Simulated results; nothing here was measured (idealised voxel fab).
process module | voxel transistor to metal
cross-section cut | 185 nm wide | cells 5 nm
A cross-section is a grid of square cells, given in bands from the top down. A band is one or more rows of cells.
Each band's line starts with the height of the band's top and of its bottom, in nm. Then come its materials from left to right, each with its width in nm. One material with "throughout" fills the band from edge to edge. "air" is empty space.
Height 0 is the level under which the wafer as received is all one material. The lowest band goes on downwards, as in "0 down".
A width such as "30 to 40" changes by the same amount from each row of cells to the next, from the band's top row to its bottom row.
"no change" after a step means that no cell of the cross-section changed.
closed voids: empty space of 8 cells or more with no open way to the top, each as width x height at its distance from the left edge, in nm
after a step's settings: what the simulator itself notes on the step
overlay nm, on a step with a mask: how far to the right of its planned place the mask lay; to the left if negative
Each pair below shows a cross-section before one step and the cross-section after it, down to the lowest band that changed. The line under each pair gives the step between them, with its settings. The pairs can come from different runs of this module on the same starting wafer, so a pair continues from the pair above only where its "before" says so.
before
  55 to 35: resist 75 | air 35 | resist 75
  35 to 20: SiCN 75 | air 35 | SiCN 75
  20 to -5: polySi throughout
  -5 to -10: SiO2 throughout
  -10 to -30: SiO2 40 | Si 105 | SiO2 40
  -30 down: Si throughout
  closed voids: none
after
  55 to 35: resist 75 | air 35 | resist 75
  35 to 20: SiCN 75 | air 35 | SiCN 75
  20 to -5: polySi 75 | air 35 | polySi 75
  below -5: unchanged
  closed voids: none
the step between: op DIRECTIONAL_ETCH | etch materials polySi | depth nm 35
before: the cross-section after the pair above
after
  35 to 20: SiCN 75 | air 35 | SiCN 75
  below 20: unchanged
  closed voids: none
the step between: op STRIP | etch materials resist
before: the cross-section after the pair above
after
  45 to 35: SiN 85 | air 15 | SiN 85
  35 to 20: SiCN 75 | SiN 10 | air 15 | SiN 10 | SiCN 75
  20 to 5: polySi 75 | SiN 10 | air 15 | SiN 10 | polySi 75
  5 to -5: polySi 75 | SiN 35 | polySi 75
  below -5: unchanged
  closed voids: none
the step between: op CONFORMAL_DEP | material SiN | thk nm 10
before: the cross-section after the pair above
after
  35 to 20: SiCN 75 | SiN 10 | air 15 | SiN 10 | SiCN 75
  20 to -5: polySi 75 | SiN 10 | air 15 | SiN 10 | polySi 75
  below -5: unchanged
  closed voids: none
the step between: op DIRECTIONAL_ETCH | etch materials SiN | depth nm 10
before: the cross-section after the pair above
after
  35 to 20: SiCN 75 | SiN 10 | air 15 | SiN 10 | SiCN 75
  20 to -5: polySi 75 | SiN 10 | air 15 | SiN 10 | polySi 75
  -5 to -10: SiO2 85 | air 15 | SiO2 85
  below -10: unchanged
  closed voids: none
the step between: op DIRECTIONAL_ETCH | etch materials SiO2 | depth nm 5
before: the cross-section after the pair above
after
  35 to 20: SiCN 75 | SiN 10 | air 15 | SiN 10 | SiCN 75
  20 to -5: polySi 75 | SiN 10 | air 15 | SiN 10 | polySi 75
  -5 to -10: SiO2 85 | air 15 | SiO2 85
  -10 to -25: SiO2 40 | Si 45 | air 15 | Si 45 | SiO2 40
  below -25: unchanged
  closed voids: none
the step between: op DIRECTIONAL_ETCH | etch materials Si | depth nm 15
before: the cross-section after the pair above
after
  35 to 20: SiCN 75 | SiN 10 | air 15 | SiN 10 | SiCN 75
  20 to 10: polySi 75 | SiN 10 | air 15 | SiN 10 | polySi 75
  10 to -5: polySi 75 | SiN 10 | SiGe 15 | SiN 10 | polySi 75
  -5 to -10: SiO2 85 | SiGe 15 | SiO2 85
  -10 to -25: SiO2 40 | Si 45 | SiGe 15 | Si 45 | SiO2 40
  below -25: unchanged
  closed voids: none
the step between: op EPI | material SiGe | thk nm 20
before: the cross-section after the pair above
after
  40 to 35: SiO2 throughout
  35 to 20: SiCN 75 | SiN 10 | SiO2 15 | SiN 10 | SiCN 75
  20 to 10: polySi 75 | SiN 10 | SiO2 15 | SiN 10 | polySi 75
  below 10: unchanged
  closed voids: none
the step between: op FILL_DEP | material SiO2 | thk nm 5
before: the cross-section after the pair above
after
  20 to 10: polySi 75 | SiN 10 | SiO2 15 | SiN 10 | polySi 75
  below 10: unchanged
  closed voids: none
the step between: op CMP | height nm 20
before: the cross-section after the pair above
after
  20 to 10: air 75 | SiN 10 | SiO2 15 | SiN 10 | air 75
  10 to -5: air 75 | SiN 10 | SiGe 15 | SiN 10 | air 75
  below -5: unchanged
  closed voids: none
the step between: op STRIP | etch materials polySi
before: the cross-section after the pair above
after
  20 to 15: air 75 | SiN 10 | air 15 | SiN 10 | air 75
  15 to 10: air 75 | SiN 10 | SiO2 15 | SiN 10 | air 75
  10 to -5: air 75 | SiN 10 | SiGe 15 | SiN 10 | air 75
  -5 to -10: air 80 | SiO2 5 | SiGe 15 | SiO2 5 | air 80
  below -10: unchanged
  closed voids: none
the step between: op SELECTIVE_ETCH | etch materials SiO2 | depth nm 5
before: the cross-section after the pair above
after
  25 to 20: air 70 | HfO2 20 | air 5 | HfO2 20 | air 70
  20 to 15: air 70 | HfO2 5 | SiN 10 | HfO2 15 | SiN 10 | HfO2 5 | air 70
  15 to 10: air 70 | HfO2 5 | SiN 10 | SiO2 15 | SiN 10 | HfO2 5 | air 70
  10 to -5: air 70 | HfO2 5 | SiN 10 | SiGe 15 | SiN 10 | HfO2 5 | air 70
  -5 to -10: HfO2 80 | SiO2 5 | SiGe 15 | SiO2 5 | HfO2 80
  below -10: unchanged
  closed voids: none
the step between: op CONFORMAL_DEP | material HfO2 | thk nm 5
before: the cross-section after the pair above
after
  30 to 25: air 65 | TiN 55 | air 65
  25 to 20: air 65 | TiN 5 | HfO2 20 | TiN 5 | HfO2 20 | TiN 5 | air 65
  20 to 15: air 65 | TiN 5 | HfO2 5 | SiN 10 | HfO2 15 | SiN 10 | HfO2 5 | TiN 5 | air 65
  15 to 10: air 65 | TiN 5 | HfO2 5 | SiN 10 | SiO2 15 | SiN 10 | HfO2 5 | TiN 5 | air 65
  10 to 0: air 65 | TiN 5 | HfO2 5 | SiN 10 | SiGe 15 | SiN 10 | HfO2 5 | TiN 5 | air 65
  0 to -5: TiN 70 | HfO2 5 | SiN 10 | SiGe 15 | SiN 10 | HfO2 5 | TiN 70
  below -5: unchanged
  closed voids: none
the step between: op CONFORMAL_DEP | material TiN | thk nm 5
before: the cross-section after the pair above
after
  40 to 30: W throughout
  30 to 25: W 65 | TiN 55 | W 65
  25 to 20: W 65 | TiN 5 | HfO2 20 | TiN 5 | HfO2 20 | TiN 5 | W 65
  20 to 15: W 65 | TiN 5 | HfO2 5 | SiN 10 | HfO2 15 | SiN 10 | HfO2 5 | TiN 5 | W 65
  15 to 10: W 65 | TiN 5 | HfO2 5 | SiN 10 | SiO2 15 | SiN 10 | HfO2 5 | TiN 5 | W 65
  10 to 0: W 65 | TiN 5 | HfO2 5 | SiN 10 | SiGe 15 | SiN 10 | HfO2 5 | TiN 5 | W 65
  below 0: unchanged
  closed voids: none
the step between: op FILL_DEP | material W | thk nm 10
before: the cross-section after the pair above
after
  15 to 10: W 65 | TiN 5 | HfO2 5 | SiN 10 | SiO2 15 | SiN 10 | HfO2 5 | TiN 5 | W 65
  below 10: unchanged
  closed voids: none
the step between: op CMP | height nm 15
before: the cross-section after the pair above
after
  25 to 15: SiO2 throughout
  below 15: unchanged
  closed voids: none
the step between: op DIRECTIONAL_DEP | material SiO2 | thk nm 10
before: the cross-section after the pair above
after
  45 to 25: resist 40 | air 20 | resist 65 | air 20 | resist 40
  below 25: unchanged
  closed voids: none
the step between: op PATTERN | tone open | mask id CONTACT | material resist | width nm 20 | pitch nm 85 | thk nm 20 | overlay nm 0
before: the cross-section after the pair above
after
  45 to 25: resist 40 | air 20 | resist 65 | air 20 | resist 40
  25 to 15: SiO2 40 | air 20 | SiO2 65 | air 20 | SiO2 40
  below 15: unchanged
  closed voids: none
the step between: op DIRECTIONAL_ETCH | etch materials SiO2 | depth nm 30
before: the cross-section after the pair above
after
  25 to 15: SiO2 40 | air 20 | SiO2 65 | air 20 | SiO2 40
  below 15: unchanged
  closed voids: none
the step between: op STRIP | etch materials resist
before: the cross-section after the pair above
after
  30 to 25: TiN 45 | air 10 | TiN 75 | air 10 | TiN 45
  25 to 20: SiO2 40 | TiN 5 | air 10 | TiN 5 | SiO2 65 | TiN 5 | air 10 | TiN 5 | SiO2 40
  20 to 15: SiO2 40 | TiN 20 | SiO2 65 | TiN 20 | SiO2 40
  below 15: unchanged
  closed voids: none
the step between: op CONFORMAL_DEP | material TiN | thk nm 5
before: the cross-section after the pair above
after
  40 to 30: W throughout
  30 to 25: TiN 45 | W 10 | TiN 75 | W 10 | TiN 45
  25 to 20: SiO2 40 | TiN 5 | W 10 | TiN 5 | SiO2 65 | TiN 5 | W 10 | TiN 5 | SiO2 40
  below 20: unchanged
  closed voids: none
the step between: op FILL_DEP | material W | thk nm 10
before: the cross-section after the pair above
after
  25 to 20: SiO2 40 | TiN 5 | W 10 | TiN 5 | SiO2 65 | TiN 5 | W 10 | TiN 5 | SiO2 40
  below 20: unchanged
  closed voids: none
the step between: op CMP | height nm 25
before: the cross-section after the pair above
after
  30 to 25: TiN throughout
  below 25: unchanged
  closed voids: none
the step between: op DIRECTIONAL_DEP | material TiN | thk nm 5
before: the cross-section after the pair above
after
  45 to 30: Ru throughout
  below 30: unchanged
  closed voids: none
the step between: op DIRECTIONAL_DEP | material Ru | thk nm 15
before: the cross-section after the pair above
after
  60 to 45: air 40 | resist 20 | air 65 | resist 20 | air 40
  below 45: unchanged
  closed voids: none
the step between: op PATTERN | tone cover | mask id METAL_1 | material resist | width nm 20 | pitch nm 85 | thk nm 15 | overlay nm 0
before: the cross-section after the pair above
after
  60 to 45: air 40 | resist 20 | air 65 | resist 20 | air 40
  45 to 30: air 40 | Ru 20 | air 65 | Ru 20 | air 40
  below 30: unchanged
  closed voids: none
the step between: op DIRECTIONAL_ETCH | etch materials Ru | depth nm 15
before: the cross-section after the pair above
after
  60 to 45: air 40 | resist 20 | air 65 | resist 20 | air 40
  45 to 30: air 40 | Ru 20 | air 65 | Ru 20 | air 40
  30 to 25: air 40 | TiN 20 | air 65 | TiN 20 | air 40
  below 25: unchanged
  closed voids: none
the step between: op DIRECTIONAL_ETCH | etch materials TiN | depth nm 5
before: the cross-section after the pair above
after
  45 to 30: air 40 | Ru 20 | air 65 | Ru 20 | air 40
  below 30: unchanged
  closed voids: none
the step between: op STRIP | etch materials resist
before: the cross-section after the pair above
after
  50 to 45: air 35 | SiCN 30 | air 55 | SiCN 30 | air 35
  45 to 30: air 35 | SiCN 5 | Ru 20 | SiCN 5 | air 55 | SiCN 5 | Ru 20 | SiCN 5 | air 35
  30 to 25: SiCN 40 | TiN 20 | SiCN 65 | TiN 20 | SiCN 40
  below 25: unchanged
  closed voids: none
the step between: op CONFORMAL_DEP | material SiCN | thk nm 5
before: the cross-section after the pair above
after
  55 to 50: lowk throughout
  50 to 45: lowk 35 | SiCN 30 | lowk 55 | SiCN 30 | lowk 35
  45 to 30: lowk 35 | SiCN 5 | Ru 20 | SiCN 5 | lowk 55 | SiCN 5 | Ru 20 | SiCN 5 | lowk 35
  below 30: unchanged
  closed voids: none
the step between: op FILL_DEP | material lowk | thk nm 5
before: the cross-section after the pair above
after
  45 to 30: lowk 35 | SiCN 5 | Ru 20 | SiCN 5 | lowk 55 | SiCN 5 | Ru 20 | SiCN 5 | lowk 35
  below 30: unchanged
  closed voids: none
the step between: op CMP | height nm 45
before: the cross-section after the pair above
after
  50 to 45: SiCN throughout
  below 45: unchanged
  closed voids: none
the step between: op CONFORMAL_DEP | material SiCN | thk nm 5
before: the cross-section after the pair above
after
  85 to 50: lowk throughout
  below 50: unchanged
  closed voids: none
the step between: op DIRECTIONAL_DEP | material lowk | thk nm 35
before: the cross-section after the pair above
after
  85 to 50: lowk 40 | air 15 | lowk 70 | air 15 | lowk 45
  below 50: unchanged
  closed voids: none
the step between: op MASKED_ETCH | tone open | mask id METAL_2_HOLES | width nm 15 | pitch nm 85 | etch materials lowk | depth nm 35 | overlay nm 0
before: the cross-section after the pair above
after
  100 to 85: resist 40 | air 20 | resist 65 | air 20 | resist 40
  below 85: unchanged
  closed voids: none
the step between: op PATTERN | tone open | mask id METAL_2 | material resist | width nm 20 | pitch nm 85 | thk nm 15 | overlay nm 0
before: the cross-section after the pair above
after
  100 to 85: resist 40 | air 20 | resist 65 | air 20 | resist 40
  85 to 65: lowk 40 | air 20 | lowk 65 | air 20 | lowk 40
  below 65: unchanged
  closed voids: none
the step between: op DIRECTIONAL_ETCH | etch materials lowk | depth nm 20
before: the cross-section after the pair above
after
  100 to 85: resist 40 | air 20 | resist 65 | air 20 | resist 40
  85 to 65: lowk 40 | air 20 | lowk 65 | air 20 | lowk 40
  65 to 50: lowk 40 | air 15 | lowk 70 | air 15 | lowk 45
  50 to 45: SiCN 40 | air 15 | SiCN 70 | air 15 | SiCN 45
  below 45: unchanged
  closed voids: none
the step between: op DIRECTIONAL_ETCH | etch materials SiCN | depth nm 5
before: the cross-section after the pair above
after
  85 to 65: lowk 40 | air 20 | lowk 65 | air 20 | lowk 40
  below 65: unchanged
  closed voids: none
the step between: op STRIP | etch materials resist
before: the cross-section after the pair above
after
  90 to 85: TiN 45 | air 10 | TiN 75 | air 10 | TiN 45
  85 to 70: lowk 40 | TiN 5 | air 10 | TiN 5 | lowk 65 | TiN 5 | air 10 | TiN 5 | lowk 40
  70 to 65: lowk 40 | TiN 5 | air 5 | TiN 10 | lowk 65 | TiN 5 | air 5 | TiN 10 | lowk 40
  65 to 50: lowk 40 | TiN 5 | air 5 | TiN 5 | lowk 70 | TiN 5 | air 5 | TiN 5 | lowk 45
  50 to 45: SiCN 40 | TiN 15 | SiCN 70 | TiN 15 | SiCN 45
  below 45: unchanged
  closed voids: none
the step between: op CONFORMAL_DEP | material TiN | thk nm 5
before: the cross-section after the pair above
after
  95 to 90: Cu throughout
  90 to 85: TiN 45 | Cu 10 | TiN 75 | Cu 10 | TiN 45
  85 to 70: lowk 40 | TiN 5 | Cu 10 | TiN 5 | lowk 65 | TiN 5 | Cu 10 | TiN 5 | lowk 40
  70 to 65: lowk 40 | TiN 5 | Cu 5 | TiN 10 | lowk 65 | TiN 5 | Cu 5 | TiN 10 | lowk 40
  65 to 50: lowk 40 | TiN 5 | Cu 5 | TiN 5 | lowk 70 | TiN 5 | Cu 5 | TiN 5 | lowk 45
  below 50: unchanged
  closed voids: none
the step between: op FILL_DEP | material Cu | thk nm 5
before: the cross-section after the pair above
after
  85 to 70: lowk 40 | TiN 5 | Cu 10 | TiN 5 | lowk 65 | TiN 5 | Cu 10 | TiN 5 | lowk 40
  below 70: unchanged
  closed voids: none
the step between: op CMP | height nm 85
before: the cross-section after the pair above
after
  90 to 85: SiCN throughout
  below 85: unchanged
  closed voids: none
the step between: op CONFORMAL_DEP | material SiCN | thk nm 5
